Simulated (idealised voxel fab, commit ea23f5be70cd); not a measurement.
process module | voxel released beams
cross-section cut | 155 nm wide | cells 5 nm
A cross-section is a grid of square cells, given in bands from the top down. A band is one or more rows of cells.
Each band's line starts with the height of the band's top and of its bottom, in nm. Then come its materials from left to right, each with its width in nm. One material with "throughout" fills the band from edge to edge. "air" is empty space.
Height 0 is the level under which the wafer as received is all one material. The lowest band goes on downwards, as in "0 down".
A width such as "30 to 40" changes by the same amount from each row of cells to the next, from the band's top row to its bottom row.
"no change" after a step means that no cell of the cross-section changed.
closed voids: empty space of 8 cells or more with no open way to the top, each as width x height at its distance from the left edge, in nm
after a step's settings: what the simulator itself notes on the step
overlay nm, on a step with a mask: how far to the right of its planned place the mask lay; to the left if negative
plan
1 op RECEIVE | material Si
2 op CONFORMAL_DEP | material SiN | thk nm 10
3 op DIRECTIONAL_DEP | material SiO2 | thk nm 20
4 op MASKED_ETCH | tone open | mask id ANCHOR | width nm 45 | etch materials SiO2 | depth nm 20 | overlay nm 0
5 op CONFORMAL_DEP | material polySi | thk nm 15
6 op PATTERN | tone cover | mask id BEAM | material resist | width nm 100 | thk nm 15 | overlay nm 0
7 op DIRECTIONAL_ETCH | etch materials polySi | depth nm 15
8 op STRIP | etch materials resist
9 op STRIP | etch materials SiO2
first wafer, as planned
as received, after step 1
  0 down: Si throughout
  closed voids: none
after step 2
  10 to 0: SiN throughout
  below 0: unchanged
after step 3
  30 to 10: SiO2 throughout
  below 10: unchanged
after step 4
  30 to 10: SiO2 30 | air 45 | SiO2 80
  below 10: unchanged
after step 5
  45 to 30: polySi 45 | air 15 | polySi 95
  30 to 25: SiO2 30 | polySi 15 | air 15 | polySi 15 | SiO2 80
  25 to 10: SiO2 30 | polySi 45 | SiO2 80
  below 10: unchanged
after step 6
  60 to 45: air 25 | resist 100 | air 30
  45 to 30: polySi 45 | resist 15 | polySi 95
  30 to 25: SiO2 30 | polySi 15 | resist 15 | polySi 15 | SiO2 80
  below 25: unchanged
after step 7
  60 to 45: air 25 | resist 100 | air 30
  45 to 30: air 25 | polySi 20 | resist 15 | polySi 65 | air 30
  below 30: unchanged
after step 8
  45 to 30: air 25 | polySi 20 | air 15 | polySi 65 | air 30
  30 to 25: SiO2 30 | polySi 15 | air 15 | polySi 15 | SiO2 80
  below 25: unchanged
after step 9
  45 to 30: air 25 | polySi 20 | air 15 | polySi 65 | air 30
  30 to 25: air 30 | polySi 15 | air 15 | polySi 15 | air 80
  25 to 10: air 30 | polySi 45 | air 80
  below 10: unchanged
second wafer: like start, like plan, one mistake. Through step 4 it matches the first wafer
when step 5 should have ended
  60 to 30: polySi throughout
  30 to 10: SiO2 30 | polySi 45 | SiO2 80
  below 10: unchanged
when step 6 should have ended
  75 to 60: air 25 | resist 100 | air 30
  below 60: unchanged
when step 7 should have ended
  75 to 60: air 25 | resist 100 | air 30
  60 to 45: air 25 | polySi 100 | air 30
  below 45: unchanged
when step 8 should have ended
  60 to 45: air 25 | polySi 100 | air 30
  below 45: unchanged
when step 9 should have ended: no change
what went wrong: step 5 was run twice
at the end the second wafer has, in cells: 88 more of SiO2 | 105 more of polySi
